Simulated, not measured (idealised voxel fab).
Process module, titled voxel wiring stack
Pictured: cross-section cut, 190 nm wide, on a grid of 5 nm square cells.
If you're reading a cross-section in this doc, picture square cells in a grid; it comes to you as bands, top ones listed first down to the bottom, and a band can be one or more rows of cells. It is stipulated that each band's entry specify, in nanometres, the height of the top of the band and then that of its bottom, followed by the materials of the band in left-to-right sequence, each together with its width in nanometres. A single material marked by the word "all across" is understood to fill the band from edge to edge; the word "empty" is understood to denote empty space. Height datum 0, below which the as-received substrate wafer is one material. Lowest band open at the bottom, running downward: "top 0, no bottom". The two numbers in a width such as "30..40" mark its ends across the band: the first belongs to the top row of cells, the second to the bottom row, and from each row to the next the width moves by the same amount. Step marked "nothing got changed"? Then no cell in the cross-section changed in it. If an empty space has no open way to the top and is at least 8 cells in size, "Sealed cavities" lists it, written width x height at distance, where distance is measured from the left edge and every value is in nm. Heads up: the bit after the settings on a step's line is the simulator's remark on that step. overlay nm, on a step with a mask: how far to the right of its planned place the mask lay; to the left if negative.
-- The steps planned for the process are as follows
1 RECEIVE, material Si
2 CONFORMAL_DEP, material SiO2, thk nm 10
3 CONFORMAL_DEP, material SiCN, thk nm 5
4 DIRECTIONAL_DEP, material SiO2, thk nm 25
5 MASKED_ETCH, tone open, mask id METAL_1, width nm 30, pitch nm 55, etch materials SiO2, depth nm 25, overlay nm 0
6 MASKED_ETCH, tone open, mask id METAL_1, width nm 30, pitch nm 55, etch materials SiCN, depth nm 5, overlay nm 0
7 CONFORMAL_DEP, material TiN, thk nm 5
8 FILL_DEP, material Cu, thk nm 10
9 CMP, height nm 40
10 EPI, material Ru, thk nm 5
11 FILL_DEP, material SiCN, thk nm 5
12 DIRECTIONAL_DEP, material lowk, thk nm 10
13 MASKED_ETCH, tone open, mask id PLUG_1, width nm 15, pitch nm 55, etch materials lowk, depth nm 10, overlay nm 0
14 MASKED_ETCH, tone open, mask id PLUG_1, width nm 15, pitch nm 55, etch materials SiCN, depth nm 5, overlay nm 0
15 EPI, material Ru, thk nm 10
16 EPI, material Ru, thk nm 5
17 DIRECTIONAL_DEP, material TiN, thk nm 5
18 DIRECTIONAL_DEP, material W, thk nm 25
19 PATTERN, tone cover, mask id METAL_2, material resist, width nm 30, pitch nm 55, thk nm 20, overlay nm 0
20 DIRECTIONAL_ETCH, etch materials W, depth nm 25
21 DIRECTIONAL_ETCH, etch materials TiN, depth nm 5
22 STRIP, etch materials resist
23 CONFORMAL_DEP, material SiCN, thk nm 5
24 FILL_DEP, material lowk, thk nm 5
25 CMP, height nm 90
26 CONFORMAL_DEP, material SiCN, thk nm 5
27 DIRECTIONAL_DEP, material lowk, thk nm 15
28 DIRECTIONAL_DEP, material aC, thk nm 15
29 PATTERN, tone open, mask id PLUG_2, material resist, width nm 15, thk nm 30, overlay nm 0
30 DIRECTIONAL_ETCH, etch materials aC, depth nm 15
31 STRIP, etch materials resist
32 DIRECTIONAL_ETCH, etch materials lowk, depth nm 15
33 DIRECTIONAL_ETCH, etch materials SiCN, depth nm 5
34 STRIP, etch materials aC
35 EPI, material Ru, thk nm 10
36 EPI, material Ru, thk nm 10
37 DIRECTIONAL_DEP, material TiN, thk nm 5
38 DIRECTIONAL_DEP, material Ru, thk nm 15
39 DIRECTIONAL_DEP, material aC, thk nm 15
40 PATTERN, tone cover, mask id METAL_3, material resist, width nm 30, pitch nm 55, thk nm 30, overlay nm 0
41 DIRECTIONAL_ETCH, etch materials aC, depth nm 15
42 STRIP, etch materials resist
43 DIRECTIONAL_ETCH, etch materials Ru, depth nm 15
44 DIRECTIONAL_ETCH, etch materials TiN, depth nm 5
45 STRIP, etch materials aC
46 CONFORMAL_DEP, material SiN, thk nm 5
47 FILL_DEP, material SiO2, thk nm 10
48 CMP, height nm 130
49 CONFORMAL_DEP, material SiN, thk nm 5
-- The following pertains to the first of two wafers, which was processed as planned
-- Received-state cross-section, reflecting completion of step 1
> top 0, no bottom: Si all across
> Sealed cavities: none
-- Take a look at the wafer's cross-section after step 2
> top 10, bottom 0: SiO2 all across
> Below 0 it's all the same as before, nothing changed down there.
-- Take a look at the wafer's cross-section after step 3
> top 15, bottom 10: SiCN all across
> Below 10 it's all the same as before, nothing changed down there.
-- Take a look at the wafer's cross-section after step 4
> top 40, bottom 15: SiO2 all across
> Below 15 it's all the same as before, nothing changed down there.
-- Take a look at the wafer's cross-section after step 5
> top 40, bottom 15: SiO2 50, empty 30, SiO2 25, empty 30, SiO2 55
> Below 15 it's all the same as before, nothing changed down there.
-- Take a look at the wafer's cross-section after step 6
> top 40, bottom 15: SiO2 50, empty 30, SiO2 25, empty 30, SiO2 55
> top 15, bottom 10: SiCN 50, empty 30, SiCN 25, empty 30, SiCN 55
> Below 10 it's all the same as before, nothing changed down there.
-- Take a look at the wafer's cross-section after step 7
> top 45, bottom 40: TiN 55, empty 20, TiN 35, empty 20, TiN 60
> top 40, bottom 15: SiO2 50, TiN 5, empty 20, TiN 5, SiO2 25, TiN 5, empty 20, TiN 5, SiO2 55
> top 15, bottom 10: SiCN 50, TiN 30, SiCN 25, TiN 30, SiCN 55
> Below 10 it's all the same as before, nothing changed down there.
-- Take a look at the wafer's cross-section after step 8
> top 55, bottom 45: Cu all across
> top 45, bottom 40: TiN 55, Cu 20, TiN 35, Cu 20, TiN 60
> top 40, bottom 15: SiO2 50, TiN 5, Cu 20, TiN 5, SiO2 25, TiN 5, Cu 20, TiN 5, SiO2 55
> Below 15 it's all the same as before, nothing changed down there.
-- Take a look at the wafer's cross-section after step 9
> top 40, bottom 15: SiO2 50, TiN 5, Cu 20, TiN 5, SiO2 25, TiN 5, Cu 20, TiN 5, SiO2 55
> Below 15 it's all the same as before, nothing changed down there.
-- Take a look at the wafer's cross-section after step 10
> top 45, bottom 40: empty 45, Ru 40, empty 15, Ru 40, empty 50
> Below 40 it's all the same as before, nothing changed down there.
-- Take a look at the wafer's cross-section after step 11
> top 50, bottom 45: SiCN all across
> top 45, bottom 40: SiCN 45, Ru 40, SiCN 15, Ru 40, SiCN 50
> Below 40 it's all the same as before, nothing changed down there.
-- Take a look at the wafer's cross-section after step 12
> top 60, bottom 50: lowk all across
> Below 50 it's all the same as before, nothing changed down there.
-- Take a look at the wafer's cross-section after step 13
> top 60, bottom 50: lowk 50, empty 15, lowk 40, empty 15, lowk 70
> Below 50 it's all the same as before, nothing changed down there.
-- Take a look at the wafer's cross-section after step 14
> top 60, bottom 50: lowk 50, empty 15, lowk 40, empty 15, lowk 70
> top 50, bottom 45: SiCN 50, empty 15, SiCN 40, empty 15, SiCN 70
> Below 45 it's all the same as before, nothing changed down there.
-- Take a look at the wafer's cross-section after step 15
> top 60, bottom 55: lowk 50, empty 15, lowk 40, empty 15, lowk 70
> top 55, bottom 50: lowk 50, Ru 15, lowk 40, Ru 15, lowk 70
> top 50, bottom 40: SiCN 50..45, Ru 15..40, SiCN 40..15, Ru 15..40, SiCN 70..50
> Below 40 it's all the same as before, nothing changed down there.
-- Take a look at the wafer's cross-section after step 16
> top 60, bottom 50: lowk 50, Ru 15, lowk 40, Ru 15, lowk 70
> Below 50 it's all the same as before, nothing changed down there.
-- Take a look at the wafer's cross-section after step 17
> top 65, bottom 60: TiN all across
> Below 60 it's all the same as before, nothing changed down there.
-- Take a look at the wafer's cross-section after step 18
> top 90, bottom 65: W all across
> Below 65 it's all the same as before, nothing changed down there.
-- Take a look at the wafer's cross-section after step 19
> top 110, bottom 90: empty 50, resist 30, empty 25, resist 30, empty 55
> Below 90 it's all the same as before, nothing changed down there.
-- Take a look at the wafer's cross-section after step 20
> top 110, bottom 90: empty 50, resist 30, empty 25, resist 30, empty 55
> top 90, bottom 65: empty 50, W 30, empty 25, W 30, empty 55
> Below 65 it's all the same as before, nothing changed down there.
-- Take a look at the wafer's cross-section after step 21
> top 110, bottom 90: empty 50, resist 30, empty 25, resist 30, empty 55
> top 90, bottom 65: empty 50, W 30, empty 25, W 30, empty 55
> top 65, bottom 60: empty 50, TiN 30, empty 25, TiN 30, empty 55
> Below 60 it's all the same as before, nothing changed down there.
-- Take a look at the wafer's cross-section after step 22
> top 90, bottom 65: empty 50, W 30, empty 25, W 30, empty 55
> Below 65 it's all the same as before, nothing changed down there.
-- Take a look at the wafer's cross-section after step 23
> top 95, bottom 90: empty 45, SiCN 40, empty 15, SiCN 40, empty 50
> top 90, bottom 65: empty 45, SiCN 5, W 30, SiCN 5, empty 15, SiCN 5, W 30, SiCN 5, empty 50
> top 65, bottom 60: SiCN 50, TiN 30, SiCN 25, TiN 30, SiCN 55
> Below 60 it's all the same as before, nothing changed down there.
-- Take a look at the wafer's cross-section after step 24
> top 100, bottom 95: lowk all across
> top 95, bottom 90: lowk 45, SiCN 40, lowk 15, SiCN 40, lowk 50
> top 90, bottom 65: lowk 45, SiCN 5, W 30, SiCN 5, lowk 15, SiCN 5, W 30, SiCN 5, lowk 50
> Below 65 it's all the same as before, nothing changed down there.
-- Take a look at the wafer's cross-section after step 25
> top 90, bottom 65: lowk 45, SiCN 5, W 30, SiCN 5, lowk 15, SiCN 5, W 30, SiCN 5, lowk 50
> Below 65 it's all the same as before, nothing changed down there.
-- Take a look at the wafer's cross-section after step 26
> top 95, bottom 90: SiCN all across
> Below 90 it's all the same as before, nothing changed down there.
-- Take a look at the wafer's cross-section after step 27
> top 110, bottom 95: lowk all across
> Below 95 it's all the same as before, nothing changed down there.
-- Take a look at the wafer's cross-section after step 28
> top 125, bottom 110: aC all across
> Below 110 it's all the same as before, nothing changed down there.
-- Take a look at the wafer's cross-section after step 29
> top 155, bottom 125: resist 50, empty 15, resist 125
> Below 125 it's all the same as before, nothing changed down there.
-- Take a look at the wafer's cross-section after step 30
> top 140, bottom 125: resist 50, empty 15, resist 125
> top 125, bottom 110: aC 50, empty 15, aC 125
> Below 110 it's all the same as before, nothing changed down there.
-- Take a look at the wafer's cross-section after step 31
> top 125, bottom 110: aC 50, empty 15, aC 125
> Below 110 it's all the same as before, nothing changed down there.
-- Take a look at the wafer's cross-section after step 32
> top 125, bottom 110: aC 50, empty 15, aC 125
> top 110, bottom 95: lowk 50, empty 15, lowk 125
> Below 95 it's all the same as before, nothing changed down there.
-- Take a look at the wafer's cross-section after step 33
> top 125, bottom 110: aC 50, empty 15, aC 125
> top 110, bottom 95: lowk 50, empty 15, lowk 125
> top 95, bottom 90: SiCN 50, empty 15, SiCN 125
> Below 90 it's all the same as before, nothing changed down there.
-- Take a look at the wafer's cross-section after step 34
> top 110, bottom 95: lowk 50, empty 15, lowk 125
> Below 95 it's all the same as before, nothing changed down there.
-- Take a look at the wafer's cross-section after step 35
> top 110, bottom 100: lowk 50, empty 15, lowk 125
> top 100, bottom 95: lowk 50, Ru 15, lowk 125
> top 95, bottom 90: SiCN 50, Ru 15, SiCN 125
> Below 90 it's all the same as before, nothing changed down there.
-- Take a look at the wafer's cross-section after step 36
> top 110, bottom 95: lowk 50, Ru 15, lowk 125
> Below 95 it's all the same as before, nothing changed down there.
-- Take a look at the wafer's cross-section after step 37
> top 115, bottom 110: TiN all across
> Below 110 it's all the same as before, nothing changed down there.
-- Take a look at the wafer's cross-section after step 38
> top 130, bottom 115: Ru all across
> Below 115 it's all the same as before, nothing changed down there.
-- Take a look at the wafer's cross-section after step 39
> top 145, bottom 130: aC all across
> Below 130 it's all the same as before, nothing changed down there.
-- Take a look at the wafer's cross-section after step 40
> top 175, bottom 145: empty 50, resist 30, empty 25, resist 30, empty 55
> Below 145 it's all the same as before, nothing changed down there.
-- Take a look at the wafer's cross-section after step 41
> top 160, bottom 145: empty 50, resist 30, empty 25, resist 30, empty 55
> top 145, bottom 130: empty 50, aC 30, empty 25, aC 30, empty 55
> Below 130 it's all the same as before, nothing changed down there.
-- Take a look at the wafer's cross-section after step 42
> top 145, bottom 130: empty 50, aC 30, empty 25, aC 30, empty 55
> Below 130 it's all the same as before, nothing changed down there.
-- Take a look at the wafer's cross-section after step 43
> top 145, bottom 130: empty 50, aC 30, empty 25, aC 30, empty 55
> top 130, bottom 115: empty 50, Ru 30, empty 25, Ru 30, empty 55
> Below 115 it's all the same as before, nothing changed down there.
-- Take a look at the wafer's cross-section after step 44
> top 145, bottom 130: empty 50, aC 30, empty 25, aC 30, empty 55
> top 130, bottom 115: empty 50, Ru 30, empty 25, Ru 30, empty 55
> top 115, bottom 110: empty 50, TiN 30, empty 25, TiN 30, empty 55
> Below 110 it's all the same as before, nothing changed down there.
-- Take a look at the wafer's cross-section after step 45
> top 130, bottom 115: empty 50, Ru 30, empty 25, Ru 30, empty 55
> Below 115 it's all the same as before, nothing changed down there.
-- Take a look at the wafer's cross-section after step 46
> top 135, bottom 130: empty 45, SiN 40, empty 15, SiN 40, empty 50
> top 130, bottom 115: empty 45, SiN 5, Ru 30, SiN 5, empty 15, SiN 5, Ru 30, SiN 5, empty 50
> top 115, bottom 110: SiN 50, TiN 30, SiN 25, TiN 30, SiN 55
> Below 110 it's all the same as before, nothing changed down there.
-- Take a look at the wafer's cross-section after step 47
> top 145, bottom 135: SiO2 all across
> top 135, bottom 130: SiO2 45, SiN 40, SiO2 15, SiN 40, SiO2 50
> top 130, bottom 115: SiO2 45, SiN 5, Ru 30, SiN 5, SiO2 15, SiN 5, Ru 30, SiN 5, SiO2 50
> Below 115 it's all the same as before, nothing changed down there.
-- Take a look at the wafer's cross-section after step 48
> top 130, bottom 115: SiO2 45, SiN 5, Ru 30, SiN 5, SiO2 15, SiN 5, Ru 30, SiN 5, SiO2 50
> Below 115 it's all the same as before, nothing changed down there.
-- Take a look at the wafer's cross-section after step 49
> top 135, bottom 130: SiN all across
> Below 130 it's all the same as before, nothing changed down there.
-- Second wafer - shared start and plan with the first - one error in running - same as the first up to step 13 inclusive
-- Second wafer profile in section, at the moment step 14 of the plan was meant to be complete
> top 60, bottom 50: lowk 50, empty 15, lowk 40, empty 15, lowk 70
> top 50, bottom 45: SiCN 50, empty 10, SiCN 45, empty 10, SiCN 75
> Below 45 it's all the same as before, nothing changed down there.
-- Second wafer profile in section, at the moment step 15 of the plan was meant to be complete
> top 60, bottom 55: lowk 50, empty 15, lowk 40, empty 15, lowk 70
> top 55, bottom 50: lowk 50, Ru 15, lowk 40, Ru 15, lowk 70
> top 50, bottom 40: SiCN 50..45, Ru 10..40, SiCN 45..15, Ru 10..40, SiCN 75..50
> Below 40 it's all the same as before, nothing changed down there.
-- Second wafer profile in section, at the moment step 16 of the plan was meant to be complete
> top 60, bottom 50: lowk 50, Ru 15, lowk 40, Ru 15, lowk 70
> Below 50 it's all the same as before, nothing changed down there.
-- Second wafer profile in section, at the moment step 17 of the plan was meant to be complete
> top 65, bottom 60: TiN all across
> Below 60 it's all the same as before, nothing changed down there.
-- Second wafer profile in section, at the moment step 18 of the plan was meant to be complete
> top 90, bottom 65: W all across
> Below 65 it's all the same as before, nothing changed down there.
-- Second wafer profile in section, at the moment step 19 of the plan was meant to be complete
> top 110, bottom 90: empty 50, resist 30, empty 25, resist 30, empty 55
> Below 90 it's all the same as before, nothing changed down there.
-- Second wafer profile in section, at the moment step 20 of the plan was meant to be complete
> top 110, bottom 90: empty 50, resist 30, empty 25, resist 30, empty 55
> top 90, bottom 65: empty 50, W 30, empty 25, W 30, empty 55
> Below 65 it's all the same as before, nothing changed down there.
-- Second wafer profile in section, at the moment step 21 of the plan was meant to be complete
> top 110, bottom 90: empty 50, resist 30, empty 25, resist 30, empty 55
> top 90, bottom 65: empty 50, W 30, empty 25, W 30, empty 55
> top 65, bottom 60: empty 50, TiN 30, empty 25, TiN 30, empty 55
> Below 60 it's all the same as before, nothing changed down there.
-- Second wafer profile in section, at the moment step 22 of the plan was meant to be complete
> top 90, bottom 65: empty 50, W 30, empty 25, W 30, empty 55
> Below 65 it's all the same as before, nothing changed down there.
-- Second wafer profile in section, at the moment step 23 of the plan was meant to be complete
> top 95, bottom 90: empty 45, SiCN 40, empty 15, SiCN 40, empty 50
> top 90, bottom 65: empty 45, SiCN 5, W 30, SiCN 5, empty 15, SiCN 5, W 30, SiCN 5, empty 50
> top 65, bottom 60: SiCN 50, TiN 30, SiCN 25, TiN 30, SiCN 55
> Below 60 it's all the same as before, nothing changed down there.
-- Second wafer profile in section, at the moment step 24 of the plan was meant to be complete
> top 100, bottom 95: lowk all across
> top 95, bottom 90: lowk 45, SiCN 40, lowk 15, SiCN 40, lowk 50
> top 90, bottom 65: lowk 45, SiCN 5, W 30, SiCN 5, lowk 15, SiCN 5, W 30, SiCN 5, lowk 50
> Below 65 it's all the same as before, nothing changed down there.
-- Second wafer profile in section, at the moment step 25 of the plan was meant to be complete
> top 90, bottom 65: lowk 45, SiCN 5, W 30, SiCN 5, lowk 15, SiCN 5, W 30, SiCN 5, lowk 50
> Below 65 it's all the same as before, nothing changed down there.
-- Second wafer profile in section, at the moment step 26 of the plan was meant to be complete
> top 95, bottom 90: SiCN all across
> Below 90 it's all the same as before, nothing changed down there.
-- Second wafer profile in section, at the moment step 27 of the plan was meant to be complete
> top 110, bottom 95: lowk all across
> Below 95 it's all the same as before, nothing changed down there.
-- Second wafer profile in section, at the moment step 28 of the plan was meant to be complete
> top 125, bottom 110: aC all across
> Below 110 it's all the same as before, nothing changed down there.
-- Second wafer profile in section, at the moment step 29 of the plan was meant to be complete
> top 155, bottom 125: resist 50, empty 15, resist 125
> Below 125 it's all the same as before, nothing changed down there.
-- Second wafer profile in section, at the moment step 30 of the plan was meant to be complete
> top 140, bottom 125: resist 50, empty 15, resist 125
> top 125, bottom 110: aC 50, empty 15, aC 125
> Below 110 it's all the same as before, nothing changed down there.
-- Second wafer profile in section, at the moment step 31 of the plan was meant to be complete
> top 125, bottom 110: aC 50, empty 15, aC 125
> Below 110 it's all the same as before, nothing changed down there.
-- Second wafer profile in section, at the moment step 32 of the plan was meant to be complete
> top 125, bottom 110: aC 50, empty 15, aC 125
> top 110, bottom 95: lowk 50, empty 15, lowk 125
> Below 95 it's all the same as before, nothing changed down there.
-- Second wafer profile in section, at the moment step 33 of the plan was meant to be complete
> top 125, bottom 110: aC 50, empty 15, aC 125
> top 110, bottom 95: lowk 50, empty 15, lowk 125
> top 95, bottom 90: SiCN 50, empty 15, SiCN 125
> Below 90 it's all the same as before, nothing changed down there.
-- Second wafer profile in section, at the moment step 34 of the plan was meant to be complete
> top 110, bottom 95: lowk 50, empty 15, lowk 125
> Below 95 it's all the same as before, nothing changed down there.
-- Second wafer profile in section, at the moment step 35 of the plan was meant to be complete
> top 110, bottom 100: lowk 50, empty 15, lowk 125
> top 100, bottom 95: lowk 50, Ru 15, lowk 125
> top 95, bottom 90: SiCN 50, Ru 15, SiCN 125
> Below 90 it's all the same as before, nothing changed down there.
-- Second wafer profile in section, at the moment step 36 of the plan was meant to be complete
> top 110, bottom 95: lowk 50, Ru 15, lowk 125
> Below 95 it's all the same as before, nothing changed down there.
-- Second wafer profile in section, at the moment step 37 of the plan was meant to be complete
> top 115, bottom 110: TiN all across
> Below 110 it's all the same as before, nothing changed down there.
-- Second wafer profile in section, at the moment step 38 of the plan was meant to be complete
> top 130, bottom 115: Ru all across
> Below 115 it's all the same as before, nothing changed down there.
-- Second wafer profile in section, at the moment step 39 of the plan was meant to be complete
> top 145, bottom 130: aC all across
> Below 130 it's all the same as before, nothing changed down there.
-- Second wafer profile in section, at the moment step 40 of the plan was meant to be complete
> top 175, bottom 145: empty 50, resist 30, empty 25, resist 30, empty 55
> Below 145 it's all the same as before, nothing changed down there.
-- Second wafer profile in section, at the moment step 41 of the plan was meant to be complete
> top 160, bottom 145: empty 50, resist 30, empty 25, resist 30, empty 55
> top 145, bottom 130: empty 50, aC 30, empty 25, aC 30, empty 55
> Below 130 it's all the same as before, nothing changed down there.
-- Second wafer profile in section, at the moment step 42 of the plan was meant to be complete
> top 145, bottom 130: empty 50, aC 30, empty 25, aC 30, empty 55
> Below 130 it's all the same as before, nothing changed down there.
-- Second wafer profile in section, at the moment step 43 of the plan was meant to be complete
> top 145, bottom 130: empty 50, aC 30, empty 25, aC 30, empty 55
> top 130, bottom 115: empty 50, Ru 30, empty 25, Ru 30, empty 55
> Below 115 it's all the same as before, nothing changed down there.
-- Second wafer profile in section, at the moment step 44 of the plan was meant to be complete
> top 145, bottom 130: empty 50, aC 30, empty 25, aC 30, empty 55
> top 130, bottom 115: empty 50, Ru 30, empty 25, Ru 30, empty 55
> top 115, bottom 110: empty 50, TiN 30, empty 25, TiN 30, empty 55
> Below 110 it's all the same as before, nothing changed down there.
-- Second wafer profile in section, at the moment step 45 of the plan was meant to be complete
> top 130, bottom 115: empty 50, Ru 30, empty 25, Ru 30, empty 55
> Below 115 it's all the same as before, nothing changed down there.
-- Second wafer profile in section, at the moment step 46 of the plan was meant to be complete
> top 135, bottom 130: empty 45, SiN 40, empty 15, SiN 40, empty 50
> top 130, bottom 115: empty 45, SiN 5, Ru 30, SiN 5, empty 15, SiN 5, Ru 30, SiN 5, empty 50
> top 115, bottom 110: SiN 50, TiN 30, SiN 25, TiN 30, SiN 55
> Below 110 it's all the same as before, nothing changed down there.
-- Second wafer profile in section, at the moment step 47 of the plan was meant to be complete
> top 145, bottom 135: SiO2 all across
> top 135, bottom 130: SiO2 45, SiN 40, SiO2 15, SiN 40, SiO2 50
> top 130, bottom 115: SiO2 45, SiN 5, Ru 30, SiN 5, SiO2 15, SiN 5, Ru 30, SiN 5, SiO2 50
> Below 115 it's all the same as before, nothing changed down there.
-- Second wafer profile in section, at the moment step 48 of the plan was meant to be complete
> top 130, bottom 115: SiO2 45, SiN 5, Ru 30, SiN 5, SiO2 15, SiN 5, Ru 30, SiN 5, SiO2 50
> Below 115 it's all the same as before, nothing changed down there.
-- Second wafer profile in section, at the moment step 49 of the plan was meant to be complete
> top 135, bottom 130: SiN all across
> Below 130 it's all the same as before, nothing changed down there.
What went wrong in running the wafer? step 14 went in with a setting other than planned; the actual run was MASKED_ETCH, tone open, mask id PLUG_1, width nm 15, pitch nm 55, etch materials SiCN, depth nm 5, overlay nm -5
Cell-count delta at end, second wafer over first, by material: Ru -2; SiCN +2
